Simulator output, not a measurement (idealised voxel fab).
Process module name: voxel wiring stack
The cross-section on display is named cut; it measures 195 nm wide, and its cells are 5 nm squares.
Each cross-section below is a grid of square cells, stated as bands in top-down order, with one or more rows of cells making up each band.
Heights first: top, then bottom, in nm. Then materials, left to right, each with a width in nm. "throughout" on a single material: fills the band edge to edge. "blank": empty space.
Note: height 0 marks the level under which the wafer is uniformly one material as received. Lowest band unbounded below, written "top 0, no bottom".
It should be noted that a width expressed as "30..40" varies in equal increments from row to row of cells within the band, taking the value of the first number at the top row and that of the second number at the bottom row.
Basically "identical to before" means that step didn't change any cell in the cross-section.
The list in "Listed closed voids" covers empty spaces of 8 cells or more that cannot reach the top through any open way, and it gives each as width x height at distance; the distance is from the left edge, and width, height and distance are in nm.
Heads up: the bit after the settings on a step's line is the simulator's remark on that step.
"overlay nm", when on a step's line for a step with a mask, measures how far to the right of its planned place the mask lay; a negative measure means to the left.
[Planned step list for the process]
1) RECEIVE [material Si]
2) CONFORMAL_DEP [material SiO2] [thk nm 15]
3) DIRECTIONAL_DEP [material TiN] [thk nm 5]
4) DIRECTIONAL_DEP [material Ru] [thk nm 25]
5) PATTERN [tone cover] [mask id METAL_1] [material resist] [width nm 30] [pitch nm 45] [thk nm 20] [overlay nm 0]
6) DIRECTIONAL_ETCH [etch materials Ru] [depth nm 25]
7) DIRECTIONAL_ETCH [etch materials TiN] [depth nm 5]
8) STRIP [etch materials resist]
9) CONFORMAL_DEP [material SiN] [thk nm 5]
10) FILL_DEP [material lowk] [thk nm 10]
11) CMP [height nm 45]
12) CONFORMAL_DEP [material SiCN] [thk nm 5]
13) DIRECTIONAL_DEP [material lowk] [thk nm 15]
14) PATTERN [tone open] [mask id PLUG_1] [material resist] [width nm 15] [pitch nm 90] [thk nm 15] [overlay nm 0]
15) DIRECTIONAL_ETCH [etch materials lowk] [depth nm 15]
16) DIRECTIONAL_ETCH [etch materials SiCN] [depth nm 5]
17) STRIP [etch materials resist]
18) CONFORMAL_DEP [material TiN] [thk nm 5]
19) FILL_DEP [material Cu] [thk nm 10]
20) CMP [height nm 65]
21) CONFORMAL_DEP [material SiCN] [thk nm 5]
22) DIRECTIONAL_DEP [material SiO2] [thk nm 15]
23) MASKED_ETCH [tone open] [mask id METAL_2] [width nm 30] [pitch nm 45] [etch materials SiO2] [depth nm 15] [overlay nm 0]
24) MASKED_ETCH [tone open] [mask id METAL_2] [width nm 30] [pitch nm 45] [etch materials SiCN] [depth nm 5] [overlay nm 0]
25) CONFORMAL_DEP [material TiN] [thk nm 5]
26) FILL_DEP [material W] [thk nm 5]
27) CMP [height nm 85]
28) CONFORMAL_DEP [material SiCN] [thk nm 5]
29) DIRECTIONAL_DEP [material lowk] [thk nm 35]
30) PATTERN [tone open] [mask id METAL_3] [material resist] [width nm 30] [pitch nm 45] [thk nm 15] [overlay nm 0]
31) DIRECTIONAL_ETCH [etch materials lowk] [depth nm 20]
32) STRIP [etch materials resist]
33) PATTERN [tone open] [mask id METAL_3_HOLES] [material resist] [width nm 15] [pitch nm 90] [thk nm 20] [overlay nm 0]
34) DIRECTIONAL_ETCH [etch materials lowk] [depth nm 15]
35) DIRECTIONAL_ETCH [etch materials SiCN] [depth nm 5]
36) STRIP [etch materials resist]
37) CONFORMAL_DEP [material TiN] [thk nm 5]
38) FILL_DEP [material Cu] [thk nm 10]
39) CMP [height nm 125]
40) CONFORMAL_DEP [material SiCN] [thk nm 5]
[Step 1 complete: cross-section of the wafer as received]
> top 0, no bottom  Si throughout
> Listed closed voids: none
[Cross-section, end of module. Start: as above. Plan: as above. Execution: one mistake]
> top 130, bottom 125  SiCN throughout
> top 125, bottom 110  35 nm lowk, 5 nm TiN, 20 nm Cu, 5 nm TiN, 15 nm lowk, 5 nm TiN, 20 nm Cu, 5 nm TiN, 15 nm lowk, 5 nm TiN, 20 nm Cu, 5 nm TiN, 40 nm lowk
> top 110, bottom 105  35 nm lowk, 5 nm TiN, 5 nm Cu, 20 nm TiN, 15 nm lowk, 30 nm TiN, 15 nm lowk, 5 nm TiN, 5 nm Cu, 20 nm TiN, 40 nm lowk
> top 105, bottom 90  35 nm lowk, 5 nm TiN, 5 nm Cu, 5 nm TiN, 75 nm lowk, 5 nm TiN, 5 nm Cu, 5 nm TiN, 55 nm lowk
> top 90, bottom 85  35 nm SiCN, 15 nm TiN, 75 nm SiCN, 15 nm TiN, 55 nm SiCN
> top 85, bottom 70  35 nm SiO2, 5 nm SiCN, 20 nm W, 5 nm SiCN, 15 nm SiO2, 5 nm SiCN, 20 nm W, 5 nm SiCN, 15 nm SiO2, 5 nm SiCN, 20 nm W, 5 nm SiCN, 40 nm SiO2
> top 70, bottom 65  SiCN throughout
> top 65, bottom 50  35 nm lowk, 5 nm TiN, 5 nm Cu, 5 nm TiN, 75 nm lowk, 5 nm TiN, 5 nm Cu, 5 nm TiN, 55 nm lowk
> top 50, bottom 45  35 nm SiCN, 15 nm TiN, 75 nm SiCN, 15 nm TiN, 55 nm SiCN
> top 45, bottom 20  30 nm lowk, 5 nm SiN, 30 nm Ru, 5 nm SiN, 5 nm lowk, 5 nm SiN, 30 nm Ru, 5 nm SiN, 5 nm lowk, 5 nm SiN, 30 nm Ru, 5 nm SiN, 35 nm lowk
> top 20, bottom 15  35 nm SiN, 30 nm TiN, 15 nm SiN, 30 nm TiN, 15 nm SiN, 30 nm TiN, 40 nm SiN
> top 15, bottom 0  SiO2 throughout
> top 0, no bottom  Si throughout
> Listed closed voids: none
What broke from the plan during processing? step 25 was run on a setting that differed from the plan, and what really ran there is CONFORMAL_DEP [material SiCN] [thk nm 5]
